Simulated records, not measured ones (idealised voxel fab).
The name of this process module is voxel double patterning.
The width of the displayed cross-section, cut, is 260 nm; its cells are square, with a size of 5 nm.
Cross-section layout: square cells on a grid; listed as bands, top to bottom; a band spans one or more cell rows.
Heights first: top, then bottom, in nm. Then materials, left to right, each with a width in nm. "all across" on a single material: fills the band edge to edge. "empty": empty space.
Counting heights begins at 0, where everything beneath is, in the wafer as received, one material. The lowest band has no bottom; it goes on downwards, as "0 -> down" shows.
So if you see something like "30->40" for the width, read it as the top row of the band sitting at the first number and the bottom row at the second, with every row in between moving by the same amount as the last.
Any step labelled "left unchanged" changed none of the cells in the cross-section.
Unvented cavities: empty space of 8 cells or more with no open way to the top, each as width x height at its distance from the left edge, in nm
after a step's settings: what the simulator itself notes on the step
Each step line may optionally specify "overlay nm", which for a step with a mask gives the rightward distance between the mask's planned place and where it lay, a negative value indicating the leftward direction.
Steps planned for the process
1 RECEIVE [material Si]
2 CONFORMAL_DEP [material SiO2] [thk nm 10]
3 DIRECTIONAL_DEP [material TiN] [thk nm 15]
4 DIRECTIONAL_DEP [material SiCN] [thk nm 5]
5 MASKED_ETCH [tone open] [mask id FIRST] [width nm 15] [pitch nm 50] [etch materials SiCN] [depth nm 5] [overlay nm -15]
6 DIRECTIONAL_DEP [material aC] [thk nm 15]
7 PATTERN [tone open] [mask id SECOND] [material resist] [width nm 15] [pitch nm 50] [thk nm 35] [overlay nm 0]
8 DIRECTIONAL_ETCH [etch materials aC] [depth nm 15]
9 STRIP [etch materials resist]
10 DIRECTIONAL_ETCH [etch materials SiCN] [depth nm 5]
11 STRIP [etch materials aC]
12 DIRECTIONAL_ETCH [etch materials TiN] [depth nm 15]
13 STRIP [etch materials SiCN]
The plan shows the overlay nm of step 5 as the first wafer had it; this setting differs between the wafers, which start out alike.
Sectional view: first of several wafers, as received, after step 1
> 0 -> down: Si all across
> Unvented cavities: none
First of several wafers in cross-section at module end, following the final step, step 13
> 25 -> 10: 55 of TiN  15 of empty  25 of TiN  25 of empty  25 of TiN  25 of empty  90 of TiN
> 10 -> 0: SiO2 all across
> 0 -> down: Si all across
> Unvented cavities: none
Showing the last wafer in cross-section at the end of the module
> 25 -> 10: 85 of TiN  25 of empty  25 of TiN  25 of empty  25 of TiN  15 of empty  60 of TiN
> 10 -> 0: SiO2 all across
> 0 -> down: Si all across
> Unvented cavities: none
Rows = wafers. At module end, each row lists per material the cells gained (+) or lost (-) since the wafer was received, then the closed voids
overlay nm -15; +104 SiO2; +117 TiN; Unvented cavities: none
overlay nm -10; +104 SiO2; +111 TiN; Unvented cavities: none
overlay nm -5; +104 SiO2; +111 TiN; Unvented cavities: none
overlay nm 0; +104 SiO2; +111 TiN; Unvented cavities: none
overlay nm 5; +104 SiO2; +111 TiN; Unvented cavities: none
overlay nm 10; +104 SiO2; +111 TiN; Unvented cavities: none
overlay nm 15; +104 SiO2; +117 TiN; Unvented cavities: none
